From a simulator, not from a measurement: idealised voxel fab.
Process module heading - voxel transistor to metal
Cross-sectional view cut (width: 270 nm; square cell size: 5 nm).
In this document a cross-section is written as a grid of square cells. It is given as a series of bands, listed from the top down, and a band is one or more rows of cells. Within each band entry, the heights of the top and of the bottom of the band appear first, in that order and in nm; the materials of the band then follow from left to right, each with its corresponding width in nm. The designation "all across" on a single material indicates that it fills the band from edge to edge; the designation "empty" indicates empty space. All heights in this document are referenced to 0, defined as the level beneath which the wafer, as received, consists entirely of one material. The lowest band is not bounded below; it extends indefinitely downward and is written in the form "z 0 and below". Width spec "30->40" -> top row of cells at first value, bottom row at second value, equal per-row change in between. A step reported as "nothing changed" is a step in which no cell of the cross-section changed. "Cavities, closed": sealed empty spaces, 8 cells or more, no open way to top, listed width x height at distance, with distance from the left edge and width, height and distance in nm. That trailing text on a step's line, after the settings, is the simulator's own remark on the step. A step's line can hold "overlay nm"; with a mask on that step, the setting says how far right of the planned place the mask lay, while a negative setting says it lay to the left. If you're wondering how to read the rest of this, here's the deal. It's pairs of cross-sections: one from before a process step, one from after it. The after one is only drawn as far down as the lowest band that changed. Right under each pair you'll see which step sits between them and what its settings were. Don't read the pairs as one continuous story, though. They can come from different runs of this module on the same starting wafer, and a pair only carries on from the one above it where its entry headed "Pre-step snapshot" says so.
[Pre-step snapshot]
	z 0 and below  Si all across
	Cavities, closed: none
[Sectional View, Post-Process]
	z 5 to 0  SiO2 all across
	Below 0 it's all the same as before, nothing changed down there.
	Cavities, closed: none
Which step turns the before cross-section above into the after cross-section? CONFORMAL_DEP (material SiO2; thk nm 5)
Pre-step snapshot: as shown after the step in the preceding pair, directly above.
[Sectional View, Post-Process]
	z 15 to 5  SiN all across
	Below 5 it's all the same as before, nothing changed down there.
	Cavities, closed: none
Which step turns the before cross-section above into the after cross-section? CONFORMAL_DEP (material SiN; thk nm 10)
Pre-step snapshot: as shown after the step in the preceding pair, directly above.
[Sectional View, Post-Process]
	z 15 to 5  20 of empty | 100 of SiN | 30 of empty | 100 of SiN | 20 of empty
	Below 5 it's all the same as before, nothing changed down there.
	Cavities, closed: none
Which step turns the before cross-section above into the after cross-section? MASKED_ETCH (tone cover; mask id ACTIVE; width nm 100; pitch nm 130; etch materials SiN; depth nm 10; overlay nm 0)
Pre-step snapshot: as shown after the step in the preceding pair, directly above.
[Sectional View, Post-Process]
	z 15 to 5  20 of empty | 100 of SiN | 30 of empty | 100 of SiN | 20 of empty
	z 5 to 0  20 of empty | 100 of SiO2 | 30 of empty | 100 of SiO2 | 20 of empty
	Below 0 it's all the same as before, nothing changed down there.
	Cavities, closed: none
Which step turns the before cross-section above into the after cross-section? MASKED_ETCH (tone cover; mask id ACTIVE; width nm 100; pitch nm 130; etch materials SiO2; depth nm 5; overlay nm 0)
Pre-step snapshot: as shown after the step in the preceding pair, directly above.
[Sectional View, Post-Process]
	z 15 to 5  20 of empty | 100 of SiN | 30 of empty | 100 of SiN | 20 of empty
	z 5 to 0  20 of empty | 100 of SiO2 | 30 of empty | 100 of SiO2 | 20 of empty
	z 0 to -25  20 of empty | 100 of Si | 30 of empty | 100 of Si | 20 of empty
	Below -25 it's all the same as before, nothing changed down there.
	Cavities, closed: none
Which step turns the before cross-section above into the after cross-section? MASKED_ETCH (tone cover; mask id ACTIVE; width nm 100; pitch nm 130; etch materials Si; depth nm 25; overlay nm 0)
Pre-step snapshot: as shown after the step in the preceding pair, directly above.
[Sectional View, Post-Process]
	z 15 to 5  20 of empty | 100 of SiN | 30 of empty | 100 of SiN | 20 of empty
	z 5 to 0  20 of empty | 100 of SiO2 | 30 of empty | 100 of SiO2 | 20 of empty
	z 0 to -25  20 of empty | 5 of SiO2 | 90 of Si | 5 of SiO2 | 30 of empty | 5 of SiO2 | 90 of Si | 5 of SiO2 | 20 of empty
	z -25 to -30  25 of SiO2 | 90 of Si | 40 of SiO2 | 90 of Si | 25 of SiO2
	Below -30 it's all the same as before, nothing changed down there.
	Cavities, closed: none
Which step turns the before cross-section above into the after cross-section? OXIDIZE (depth nm 5)
Pre-step snapshot: as shown after the step in the preceding pair, directly above.
[Sectional View, Post-Process]
	z 25 to 15  SiO2 all across
	z 15 to 5  20 of SiO2 | 100 of SiN | 30 of SiO2 | 100 of SiN | 20 of SiO2
	z 5 to 0  SiO2 all across
	z 0 to -30  25 of SiO2 | 90 of Si | 40 of SiO2 | 90 of Si | 25 of SiO2
	Below -30 it's all the same as before, nothing changed down there.
	Cavities, closed: none
Which step turns the before cross-section above into the after cross-section? FILL_DEP (material SiO2; thk nm 10)
Pre-step snapshot: as shown after the step in the preceding pair, directly above.
[Sectional View, Post-Process]
	z 15 to 5  20 of SiO2 | 100 of SiN | 30 of SiO2 | 100 of SiN | 20 of SiO2
	Below 5 it's all the same as before, nothing changed down there.
	Cavities, closed: none
Which step turns the before cross-section above into the after cross-section? CMP (height nm 15)
Pre-step snapshot: as shown after the step in the preceding pair, directly above.
[Sectional View, Post-Process]
	z 15 to 10  20 of empty | 100 of SiN | 30 of empty | 100 of SiN | 20 of empty
	Below 10 it's all the same as before, nothing changed down there.
	Cavities, closed: none
Which step turns the before cross-section above into the after cross-section? SELECTIVE_ETCH (etch materials SiO2; depth nm 5)
Pre-step snapshot: as shown after the step in the preceding pair, directly above.
[Sectional View, Post-Process]
	z 10 to 5  20 of SiO2 | 100 of empty | 30 of SiO2 | 100 of empty | 20 of SiO2
	Below 5 it's all the same as before, nothing changed down there.
	Cavities, closed: none
Which step turns the before cross-section above into the after cross-section? STRIP (etch materials SiN)
Pre-step snapshot: as shown after the step in the preceding pair, directly above.
[Sectional View, Post-Process]
	z 5 to 0  15 of SiO2 | 110 of empty | 20 of SiO2 | 110 of empty | 15 of SiO2
	Below 0 it's all the same as before, nothing changed down there.
	Cavities, closed: none
Which step turns the before cross-section above into the after cross-section? SELECTIVE_ETCH (etch materials SiO2; depth nm 5)
Pre-step snapshot: as shown after the step in the preceding pair, directly above.
[Sectional View, Post-Process]
	z 5 to 0  15 of SiO2 | 110 of empty | 20 of SiO2 | 110 of empty | 15 of SiO2
	z 0 to -5  SiO2 all across
	Below -5 it's all the same as before, nothing changed down there.
	Cavities, closed: none
Which step turns the before cross-section above into the after cross-section? OXIDIZE (depth nm 5)
Pre-step snapshot: as shown after the step in the preceding pair, directly above.
[Sectional View, Post-Process]
	z 35 to 30  15 of polySi | 110 of empty | 20 of polySi | 110 of empty | 15 of polySi
	z 30 to 5  polySi all across
	z 5 to 0  15 of SiO2 | 110 of polySi | 20 of SiO2 | 110 of polySi | 15 of SiO2
	Below 0 it's all the same as before, nothing changed down there.
	Cavities, closed: none
Which step turns the before cross-section above into the after cross-section? DIRECTIONAL_DEP (material polySi; thk nm 30)
Pre-step snapshot: as shown after the step in the preceding pair, directly above.
[Sectional View, Post-Process]
	z 45 to 40  15 of SiCN | 110 of empty | 20 of SiCN | 110 of empty | 15 of SiCN
	z 40 to 35  SiCN all across
	z 35 to 30  15 of polySi | 110 of SiCN | 20 of polySi | 110 of SiCN | 15 of polySi
	Below 30 it's all the same as before, nothing changed down there.
	Cavities, closed: none
Which step turns the before cross-section above into the after cross-section? DIRECTIONAL_DEP (material SiCN; thk nm 10)
Pre-step snapshot: as shown after the step in the preceding pair, directly above.
[Sectional View, Post-Process]
	z 60 to 55  15 of aC | 110 of empty | 20 of aC | 110 of empty | 15 of aC
	z 55 to 45  aC all across
	z 45 to 40  15 of SiCN | 110 of aC | 20 of SiCN | 110 of aC | 15 of SiCN
	Below 40 it's all the same as before, nothing changed down there.
	Cavities, closed: none
Which step turns the before cross-section above into the after cross-section? DIRECTIONAL_DEP (material aC; thk nm 15)
Pre-step snapshot: as shown after the step in the preceding pair, directly above.
[Sectional View, Post-Process]
	z 90 to 60  55 of empty | 30 of resist | 100 of empty | 30 of resist | 55 of empty
	z 60 to 55  15 of aC | 40 of empty | 30 of resist | 40 of empty | 20 of aC | 40 of empty | 30 of resist | 40 of empty | 15 of aC
	Below 55 it's all the same as before, nothing changed down there.
	Cavities, closed: none
Which step turns the before cross-section above into the after cross-section? PATTERN (tone cover; mask id GATE; material resist; width nm 30; pitch nm 130; thk nm 30; overlay nm 0)
Pre-step snapshot: as shown after the step in the preceding pair, directly above.
[Sectional View, Post-Process]
	z 75 to 55  55 of empty | 30 of resist | 100 of empty | 30 of resist | 55 of empty
	z 55 to 45  55 of empty | 30 of aC | 100 of empty | 30 of aC | 55 of empty
	z 45 to 40  15 of SiCN | 40 of empty | 30 of aC | 40 of empty | 20 of SiCN | 40 of empty | 30 of aC | 40 of empty | 15 of SiCN
	Below 40 it's all the same as before, nothing changed down there.
	Cavities, closed: none
Which step turns the before cross-section above into the after cross-section? DIRECTIONAL_ETCH (etch materials aC; depth nm 15)
Pre-step snapshot: as shown after the step in the preceding pair, directly above.
[Sectional View, Post-Process]
	z 55 to 45  55 of empty | 30 of aC | 100 of empty | 30 of aC | 55 of empty
	Below 45 it's all the same as before, nothing changed down there.
	Cavities, closed: none
Which step turns the before cross-section above into the after cross-section? STRIP (etch materials resist)
Pre-step snapshot: as shown after the step in the preceding pair, directly above.
[Sectional View, Post-Process]
	z 55 to 40  55 of empty | 30 of aC | 100 of empty | 30 of aC | 55 of empty
	z 40 to 35  55 of empty | 30 of SiCN | 100 of empty | 30 of SiCN | 55 of empty
	z 35 to 30  15 of polySi | 40 of empty | 30 of SiCN | 40 of empty | 20 of polySi | 40 of empty | 30 of SiCN | 40 of empty | 15 of polySi
	Below 30 it's all the same as before, nothing changed down there.
	Cavities, closed: none
Which step turns the before cross-section above into the after cross-section? DIRECTIONAL_ETCH (etch materials SiCN; depth nm 20)
Pre-step snapshot: as shown after the step in the preceding pair, directly above.
[Sectional View, Post-Process]
	z 55 to 40  55 of empty | 30 of aC | 100 of empty | 30 of aC | 55 of empty
	z 40 to 30  55 of empty | 30 of SiCN | 100 of empty | 30 of SiCN | 55 of empty
	z 30 to 5  55 of empty | 30 of polySi | 100 of empty | 30 of polySi | 55 of empty
	z 5 to 0  15 of SiO2 | 40 of empty | 30 of polySi | 40 of empty | 20 of SiO2 | 40 of empty | 30 of polySi | 40 of empty | 15 of SiO2
	Below 0 it's all the same as before, nothing changed down there.
	Cavities, closed: none
Which step turns the before cross-section above into the after cross-section? DIRECTIONAL_ETCH (etch materials polySi; depth nm 40)
Pre-step snapshot: as shown after the step in the preceding pair, directly above.
[Sectional View, Post-Process]
	z 40 to 30  55 of empty | 30 of SiCN | 100 of empty | 30 of SiCN | 55 of empty
	Below 30 it's all the same as before, nothing changed down there.
	Cavities, closed: none
Which step turns the before cross-section above into the after cross-section? STRIP (etch materials aC)
Pre-step snapshot: as shown after the step in the preceding pair, directly above.
[Sectional View, Post-Process]
	z 50 to 40  45 of empty | 50 of SiN | 80 of empty | 50 of SiN | 45 of empty
	z 40 to 30  45 of empty | 10 of SiN | 30 of SiCN | 10 of SiN | 80 of empty | 10 of SiN | 30 of SiCN | 10 of SiN | 45 of empty
	z 30 to 15  45 of empty | 10 of SiN | 30 of polySi | 10 of SiN | 80 of empty | 10 of SiN | 30 of polySi | 10 of SiN | 45 of empty
	z 15 to 10  25 of SiN | 20 of empty | 10 of SiN | 30 of polySi | 10 of SiN | 20 of empty | 40 of SiN | 20 of empty | 10 of SiN | 30 of polySi | 10 of SiN | 20 of empty | 25 of SiN
	z 10 to 5  55 of SiN | 30 of polySi | 100 of SiN | 30 of polySi | 55 of SiN
	z 5 to 0  15 of SiO2 | 40 of SiN | 30 of polySi | 40 of SiN | 20 of SiO2 | 40 of SiN | 30 of polySi | 40 of SiN | 15 of SiO2
	Below 0 it's all the same as before, nothing changed down there.
	Cavities, closed: none
Which step turns the before cross-section above into the after cross-section? CONFORMAL_DEP (material SiN; thk nm 10)
Pre-step snapshot: as shown after the step in the preceding pair, directly above.
[Sectional View, Post-Process]
	z 40 to 30  45 of empty | 10 of SiN | 30 of SiCN | 10 of SiN | 80 of empty | 10 of SiN | 30 of SiCN | 10 of SiN | 45 of empty
	z 30 to 5  45 of empty | 10 of SiN | 30 of polySi | 10 of SiN | 80 of empty | 10 of SiN | 30 of polySi | 10 of SiN | 45 of empty
	z 5 to 0  15 of SiO2 | 10 of SiN | 20 of empty | 10 of SiN | 30 of polySi | 10 of SiN | 20 of empty | 10 of SiN | 20 of SiO2 | 10 of SiN | 20 of empty | 10 of SiN | 30 of polySi | 10 of SiN | 20 of empty | 10 of SiN | 15 of SiO2
	Below 0 it's all the same as before, nothing changed down there.
	Cavities, closed: none
Which step turns the before cross-section above into the after cross-section? DIRECTIONAL_ETCH (etch materials SiN; depth nm 10)
Pre-step snapshot: as shown after the step in the preceding pair, directly above.
[Sectional View, Post-Process]
	z 40 to 30  45 of empty | 10 of SiN | 30 of SiCN | 10 of SiN | 80 of empty | 10 of SiN | 30 of SiCN | 10 of SiN | 45 of empty
	z 30 to 5  45 of empty | 10 of SiN | 30 of polySi | 10 of SiN | 80 of empty | 10 of SiN | 30 of polySi | 10 of SiN | 45 of empty
	z 5 to 0  15 of empty | 10 of SiN | 20 of empty | 10 of SiN | 30 of polySi | 10 of SiN | 20 of empty | 10 of SiN | 20 of empty | 10 of SiN | 20 of empty | 10 of SiN | 30 of polySi | 10 of SiN | 20 of empty | 10 of SiN | 15 of empty
	z 0 to -5  25 of SiO2 | 20 of empty | 50 of SiO2 | 20 of empty | 40 of SiO2 | 20 of empty | 50 of SiO2 | 20 of empty | 25 of SiO2
	Below -5 it's all the same as before, nothing changed down there.
	Cavities, closed: none
Which step turns the before cross-section above into the after cross-section? DIRECTIONAL_ETCH (etch materials SiO2; depth nm 5)
Pre-step snapshot: as shown after the step in the preceding pair, directly above.
[Sectional View, Post-Process]
	z 40 to 30  45 of empty | 10 of SiN | 30 of SiCN | 10 of SiN | 80 of empty | 10 of SiN | 30 of SiCN | 10 of SiN | 45 of empty
	z 30 to 5  45 of empty | 10 of SiN | 30 of polySi | 10 of SiN | 80 of empty | 10 of SiN | 30 of polySi | 10 of SiN | 45 of empty
	z 5 to 0  15 of empty | 10 of SiN | 20 of empty | 10 of SiN | 30 of polySi | 10 of SiN | 20 of empty | 10 of SiN | 20 of empty | 10 of SiN | 20 of empty | 10 of SiN | 30 of polySi | 10 of SiN | 20 of empty | 10 of SiN | 15 of empty
	z 0 to -5  25 of SiO2 | 20 of empty | 50 of SiO2 | 20 of empty | 40 of SiO2 | 20 of empty | 50 of SiO2 | 20 of empty | 25 of SiO2
	z -5 to -15  25 of SiO2 | 20 of empty | 50 of Si | 20 of empty | 40 of SiO2 | 20 of empty | 50 of Si | 20 of empty | 25 of SiO2
	Below -15 it's all the same as before, nothing changed down there.
	Cavities, closed: none
Which step turns the before cross-section above into the after cross-section? DIRECTIONAL_ETCH (etch materials Si; depth nm 10)
Pre-step snapshot: as shown after the step in the preceding pair, directly above.
[Sectional View, Post-Process]
	z 40 to 30  45 of empty | 10 of SiN | 30 of SiCN | 10 of SiN | 80 of empty | 10 of SiN | 30 of SiCN | 10 of SiN | 45 of empty
	z 30 to 5  45 of empty | 10 of SiN | 30 of polySi | 10 of SiN | 80 of empty | 10 of SiN | 30 of polySi | 10 of SiN | 45 of empty
	z 5 to 0  15 of empty | 10 of SiN | 10 of empty | 10 of pSi | 10 of SiN | 30 of polySi | 10 of SiN | 10 of pSi | 10 of empty | 10 of SiN | 20 of empty | 10 of SiN | 10 of empty | 10 of pSi | 10 of SiN | 30 of polySi | 10 of SiN | 10 of pSi | 10 of empty | 10 of SiN | 15 of empty
	z 0 to -5  25 of SiO2 | 10 of empty | 10 of pSi | 50 of SiO2 | 10 of pSi | 10 of empty | 40 of SiO2 | 10 of empty | 10 of pSi | 50 of SiO2 | 10 of pSi | 10 of empty | 25 of SiO2
	z -5 to -15  25 of SiO2 | 20 of pSi | 50 of Si | 20 of pSi | 40 of SiO2 | 20 of pSi | 50 of Si | 20 of pSi | 25 of SiO2
	Below -15 it's all the same as before, nothing changed down there.
	Cavities, closed: none
Which step turns the before cross-section above into the after cross-section? EPI (material pSi; thk nm 10)
Pre-step snapshot: as shown after the step in the preceding pair, directly above.
[Sectional View, Post-Process]
	z 50 to 40  SiO2 all across
	z 40 to 30  45 of SiO2 | 10 of SiN | 30 of SiCN | 10 of SiN | 80 of SiO2 | 10 of SiN | 30 of SiCN | 10 of SiN | 45 of SiO2
	z 30 to 5  45 of SiO2 | 10 of SiN | 30 of polySi | 10 of SiN | 80 of SiO2 | 10 of SiN | 30 of polySi | 10 of SiN | 45 of SiO2
	z 5 to 0  15 of SiO2 | 10 of SiN | 10 of SiO2 | 10 of pSi | 10 of SiN | 30 of polySi | 10 of SiN | 10 of pSi | 10 of SiO2 | 10 of SiN | 20 of SiO2 | 10 of SiN | 10 of SiO2 | 10 of pSi | 10 of SiN | 30 of polySi | 10 of SiN | 10 of pSi | 10 of SiO2 | 10 of SiN | 15 of SiO2
	z 0 to -5  35 of SiO2 | 10 of pSi | 50 of SiO2 | 10 of pSi | 60 of SiO2 | 10 of pSi | 50 of SiO2 | 10 of pSi | 35 of SiO2
	Below -5 it's all the same as before, nothing changed down there.
	Cavities, closed: none
Which step turns the before cross-section above into the after cross-section? FILL_DEP (material SiO2; thk nm 10)
Pre-step snapshot: as shown after the step in the preceding pair, directly above.
[Sectional View, Post-Process]
	z 30 to 5  45 of SiO2 | 10 of SiN | 30 of polySi | 10 of SiN | 80 of SiO2 | 10 of SiN | 30 of polySi | 10 of SiN | 45 of SiO2
	Below 5 it's all the same as before, nothing changed down there.
	Cavities, closed: none
Which step turns the before cross-section above into the after cross-section? CMP (height nm 30)
Pre-step snapshot: as shown after the step in the preceding pair, directly above.
[Sectional View, Post-Process]
	z 30 to 5  45 of SiO2 | 10 of SiN | 30 of empty | 10 of SiN | 80 of SiO2 | 10 of SiN | 30 of empty | 10 of SiN | 45 of SiO2
	z 5 to 0  15 of SiO2 | 10 of SiN | 10 of SiO2 | 10 of pSi | 10 of SiN | 30 of empty | 10 of SiN | 10 of pSi | 10 of SiO2 | 10 of SiN | 20 of SiO2 | 10 of SiN | 10 of SiO2 | 10 of pSi | 10 of SiN | 30 of empty | 10 of SiN | 10 of pSi | 10 of SiO2 | 10 of SiN | 15 of SiO2
	Below 0 it's all the same as before, nothing changed down there.
	Cavities, closed: none
Which step turns the before cross-section above into the after cross-section? STRIP (etch materials polySi)
Pre-step snapshot: as shown after the step in the preceding pair, directly above.
[Sectional View, Post-Process]
	z 30 to 25  45 of empty | 10 of SiN | 30 of empty | 10 of SiN | 80 of empty | 10 of SiN | 30 of empty | 10 of SiN | 45 of empty
	z 25 to 5  45 of SiO2 | 10 of SiN | 30 of empty | 10 of SiN | 80 of SiO2 | 10 of SiN | 30 of empty | 10 of SiN | 45 of SiO2
	z 5 to 0  15 of SiO2 | 10 of SiN | 10 of SiO2 | 10 of pSi | 10 of SiN | 30 of empty | 10 of SiN | 10 of pSi | 10 of SiO2 | 10 of SiN | 20 of SiO2 | 10 of SiN | 10 of SiO2 | 10 of pSi | 10 of SiN | 30 of empty | 10 of SiN | 10 of pSi | 10 of SiO2 | 10 of SiN | 15 of SiO2
	z 0 to -5  35 of SiO2 | 10 of pSi | 5 of SiO2 | 40 of empty | 5 of SiO2 | 10 of pSi | 60 of SiO2 | 10 of pSi | 5 of SiO2 | 40 of empty | 5 of SiO2 | 10 of pSi | 35 of SiO2
	Below -5 it's all the same as before, nothing changed down there.
	Cavities, closed: none
Which step turns the before cross-section above into the after cross-section? SELECTIVE_ETCH (etch materials SiO2; depth nm 5)
Pre-step snapshot: as shown after the step in the preceding pair, directly above.
[Sectional View, Post-Process]
	z 35 to 30  40 of empty | 20 of HfO2 | 20 of empty | 20 of HfO2 | 70 of empty | 20 of HfO2 | 20 of empty | 20 of HfO2 | 40 of empty
	z 30 to 25  45 of HfO2 | 10 of SiN | 5 of HfO2 | 20 of empty | 5 of HfO2 | 10 of SiN | 80 of HfO2 | 10 of SiN | 5 of HfO2 | 20 of empty | 5 of HfO2 | 10 of SiN | 45 of HfO2
	z 25 to 5  45 of SiO2 | 10 of SiN | 5 of HfO2 | 20 of empty | 5 of HfO2 | 10 of SiN | 80 of SiO2 | 10 of SiN | 5 of HfO2 | 20 of empty | 5 of HfO2 | 10 of SiN | 45 of SiO2
	z 5 to 0  15 of SiO2 | 10 of SiN | 10 of SiO2 | 10 of pSi | 10 of SiN | 5 of HfO2 | 20 of empty | 5 of HfO2 | 10 of SiN | 10 of pSi | 10 of SiO2 | 10 of SiN | 20 of SiO2 | 10 of SiN | 10 of SiO2 | 10 of pSi | 10 of SiN | 5 of HfO2 | 20 of empty | 5 of HfO2 | 10 of SiN | 10 of pSi | 10 of SiO2 | 10 of SiN | 15 of SiO2
	z 0 to -5  35 of SiO2 | 10 of pSi | 5 of SiO2 | 40 of HfO2 | 5 of SiO2 | 10 of pSi | 60 of SiO2 | 10 of pSi | 5 of SiO2 | 40 of HfO2 | 5 of SiO2 | 10 of pSi | 35 of SiO2
	Below -5 it's all the same as before, nothing changed down there.
	Cavities, closed: none
Which step turns the before cross-section above into the after cross-section? CONFORMAL_DEP (material HfO2; thk nm 5)
Pre-step snapshot: as shown after the step in the preceding pair, directly above.
[Sectional View, Post-Process]
	z 40 to 35  35 of empty | 30 of TiN | 10 of empty | 30 of TiN | 60 of empty | 30 of TiN | 10 of empty | 30 of TiN | 35 of empty
	z 35 to 30  40 of TiN | 20 of HfO2 | 5 of TiN | 10 of empty | 5 of TiN | 20 of HfO2 | 70 of TiN | 20 of HfO2 | 5 of TiN | 10 of empty | 5 of TiN | 20 of HfO2 | 40 of TiN
	z 30 to 25  45 of HfO2 | 10 of SiN | 5 of HfO2 | 5 of TiN | 10 of empty | 5 of TiN | 5 of HfO2 | 10 of SiN | 80 of HfO2 | 10 of SiN | 5 of HfO2 | 5 of TiN | 10 of empty | 5 of TiN | 5 of HfO2 | 10 of SiN | 45 of HfO2
	z 25 to 5  45 of SiO2 | 10 of SiN | 5 of HfO2 | 5 of TiN | 10 of empty | 5 of TiN | 5 of HfO2 | 10 of SiN | 80 of SiO2 | 10 of SiN | 5 of HfO2 | 5 of TiN | 10 of empty | 5 of TiN | 5 of HfO2 | 10 of SiN | 45 of SiO2
	z 5 to 0  15 of SiO2 | 10 of SiN | 10 of SiO2 | 10 of pSi | 10 of SiN | 5 of HfO2 | 20 of TiN | 5 of HfO2 | 10 of SiN | 10 of pSi | 10 of SiO2 | 10 of SiN | 20 of SiO2 | 10 of SiN | 10 of SiO2 | 10 of pSi | 10 of SiN | 5 of HfO2 | 20 of TiN | 5 of HfO2 | 10 of SiN | 10 of pSi | 10 of SiO2 | 10 of SiN | 15 of SiO2
	Below 0 it's all the same as before, nothing changed down there.
	Cavities, closed: none
Which step turns the before cross-section above into the after cross-section? CONFORMAL_DEP (material TiN; thk nm 5)
Pre-step snapshot: as shown after the step in the preceding pair, directly above.
[Sectional View, Post-Process]
	z 45 to 40  W all across
	z 40 to 35  35 of W | 30 of TiN | 10 of W | 30 of TiN | 60 of W | 30 of TiN | 10 of W | 30 of TiN | 35 of W
	z 35 to 30  40 of TiN | 20 of HfO2 | 5 of TiN | 10 of W | 5 of TiN | 20 of HfO2 | 70 of TiN | 20 of HfO2 | 5 of TiN | 10 of W | 5 of TiN | 20 of HfO2 | 40 of TiN
	z 30 to 25  45 of HfO2 | 10 of SiN | 5 of HfO2 | 5 of TiN | 10 of W | 5 of TiN | 5 of HfO2 | 10 of SiN | 80 of HfO2 | 10 of SiN | 5 of HfO2 | 5 of TiN | 10 of W | 5 of TiN | 5 of HfO2 | 10 of SiN | 45 of HfO2
	z 25 to 5  45 of SiO2 | 10 of SiN | 5 of HfO2 | 5 of TiN | 10 of W | 5 of TiN | 5 of HfO2 | 10 of SiN | 80 of SiO2 | 10 of SiN | 5 of HfO2 | 5 of TiN | 10 of W | 5 of TiN | 5 of HfO2 | 10 of SiN | 45 of SiO2
	Below 5 it's all the same as before, nothing changed down there.
	Cavities, closed: none
Which step turns the before cross-section above into the after cross-section? FILL_DEP (material W; thk nm 5)
Pre-step snapshot: as shown after the step in the preceding pair, directly above.
[Sectional View, Post-Process]
	z 25 to 5  45 of SiO2 | 10 of SiN | 5 of HfO2 | 5 of TiN | 10 of W | 5 of TiN | 5 of HfO2 | 10 of SiN | 80 of SiO2 | 10 of SiN | 5 of HfO2 | 5 of TiN | 10 of W | 5 of TiN | 5 of HfO2 | 10 of SiN | 45 of SiO2
	Below 5 it's all the same as before, nothing changed down there.
	Cavities, closed: none
Which step turns the before cross-section above into the after cross-section? CMP (height nm 25)
Pre-step snapshot: as shown after the step in the preceding pair, directly above.
[Sectional View, Post-Process]
	z 40 to 25  SiO2 all across
	Below 25 it's all the same as before, nothing changed down there.
	Cavities, closed: none
Which step turns the before cross-section above into the after cross-section? DIRECTIONAL_DEP (material SiO2; thk nm 15)
Pre-step snapshot: as shown after the step in the preceding pair, directly above.
[Sectional View, Post-Process]
	z 60 to 40  25 of resist | 15 of empty | 60 of resist | 15 of empty | 40 of resist | 15 of empty | 60 of resist | 15 of empty | 25 of resist
	Below 40 it's all the same as before, nothing changed down there.
	Cavities, closed: none
Which step turns the before cross-section above into the after cross-section? PATTERN (tone open; mask id CONTACT; material resist; width nm 15; thk nm 20; overlay nm 0)
Pre-step snapshot: as shown after the step in the preceding pair, directly above.
[Sectional View, Post-Process]
	z 60 to 40  25 of resist | 15 of empty | 60 of resist | 15 of empty | 40 of resist | 15 of empty | 60 of resist | 15 of empty | 25 of resist
	z 40 to 25  25 of SiO2 | 15 of empty | 60 of SiO2 | 15 of empty | 40 of SiO2 | 15 of empty | 60 of SiO2 | 15 of empty | 25 of SiO2
	z 25 to 5  25 of SiO2 | 15 of empty | 5 of SiO2 | 10 of SiN | 5 of HfO2 | 5 of TiN | 10 of W | 5 of TiN | 5 of HfO2 | 10 of SiN | 5 of SiO2 | 15 of empty | 40 of SiO2 | 15 of empty | 5 of SiO2 | 10 of SiN | 5 of HfO2 | 5 of TiN | 10 of W | 5 of TiN | 5 of HfO2 | 10 of SiN | 5 of SiO2 | 15 of empty | 25 of SiO2
	z 5 to 0  15 of SiO2 | 10 of SiN | 10 of empty | 10 of pSi | 10 of SiN | 5 of HfO2 | 20 of TiN | 5 of HfO2 | 10 of SiN | 10 of pSi | 10 of empty | 10 of SiN | 20 of SiO2 | 10 of SiN | 10 of empty | 10 of pSi | 10 of SiN | 5 of HfO2 | 20 of TiN | 5 of HfO2 | 10 of SiN | 10 of pSi | 10 of empty | 10 of SiN | 15 of SiO2
	z 0 to -5  25 of SiO2 | 10 of empty | 10 of pSi | 5 of SiO2 | 40 of HfO2 | 5 of SiO2 | 10 of pSi | 10 of empty | 40 of SiO2 | 10 of empty | 10 of pSi | 5 of SiO2 | 40 of HfO2 | 5 of SiO2 | 10 of pSi | 10 of empty | 25 of SiO2
	Below -5 it's all the same as before, nothing changed down there.
	Cavities, closed: none
Which step turns the before cross-section above into the after cross-section? DIRECTIONAL_ETCH (etch materials SiO2; depth nm 45)
Pre-step snapshot: as shown after the step in the preceding pair, directly above.
[Sectional View, Post-Process]
	z 40 to 25  25 of SiO2 | 15 of empty | 60 of SiO2 | 15 of empty | 40 of SiO2 | 15 of empty | 60 of SiO2 | 15 of empty | 25 of SiO2
	Below 25 it's all the same as before, nothing changed down there.
	Cavities, closed: none
Which step turns the before cross-section above into the after cross-section? STRIP (etch materials resist)
Pre-step snapshot: as shown after the step in the preceding pair, directly above.
[Sectional View, Post-Process]
	z 45 to 40  30 of TiN | 5 of empty | 70 of TiN | 5 of empty | 50 of TiN | 5 of empty | 70 of TiN | 5 of empty | 30 of TiN
	z 40 to 25  25 of SiO2 | 5 of TiN | 5 of empty | 5 of TiN | 60 of SiO2 | 5 of TiN | 5 of empty | 5 of TiN | 40 of SiO2 | 5 of TiN | 5 of empty | 5 of TiN | 60 of SiO2 | 5 of TiN | 5 of empty | 5 of TiN | 25 of SiO2
	z 25 to 10  25 of SiO2 | 5 of TiN | 5 of empty | 5 of TiN | 5 of SiO2 | 10 of SiN | 5 of HfO2 | 5 of TiN | 10 of W | 5 of TiN | 5 of HfO2 | 10 of SiN | 5 of SiO2 | 5 of TiN | 5 of empty | 5 of TiN | 40 of SiO2 | 5 of TiN | 5 of empty | 5 of TiN | 5 of SiO2 | 10 of SiN | 5 of HfO2 | 5 of TiN | 10 of W | 5 of TiN | 5 of HfO2 | 10 of SiN | 5 of SiO2 | 5 of TiN | 5 of empty | 5 of TiN | 25 of SiO2
	z 10 to 5  25 of SiO2 | 15 of TiN | 5 of SiO2 | 10 of SiN | 5 of HfO2 | 5 of TiN | 10 of W | 5 of TiN | 5 of HfO2 | 10 of SiN | 5 of SiO2 | 15 of TiN | 40 of SiO2 | 15 of TiN | 5 of SiO2 | 10 of SiN | 5 of HfO2 | 5 of TiN | 10 of W | 5 of TiN | 5 of HfO2 | 10 of SiN | 5 of SiO2 | 15 of TiN | 25 of SiO2
	z 5 to 0  15 of SiO2 | 10 of SiN | 10 of TiN | 10 of pSi | 10 of SiN | 5 of HfO2 | 20 of TiN | 5 of HfO2 | 10 of SiN | 10 of pSi | 10 of TiN | 10 of SiN | 20 of SiO2 | 10 of SiN | 10 of TiN | 10 of pSi | 10 of SiN | 5 of HfO2 | 20 of TiN | 5 of HfO2 | 10 of SiN | 10 of pSi | 10 of TiN | 10 of SiN | 15 of SiO2
	z 0 to -5  25 of SiO2 | 10 of TiN | 10 of pSi | 5 of SiO2 | 40 of HfO2 | 5 of SiO2 | 10 of pSi | 10 of TiN | 40 of SiO2 | 10 of TiN | 10 of pSi | 5 of SiO2 | 40 of HfO2 | 5 of SiO2 | 10 of pSi | 10 of TiN | 25 of SiO2
	Below -5 it's all the same as before, nothing changed down there.
	Cavities, closed: none
Which step turns the before cross-section above into the after cross-section? CONFORMAL_DEP (material TiN; thk nm 5)
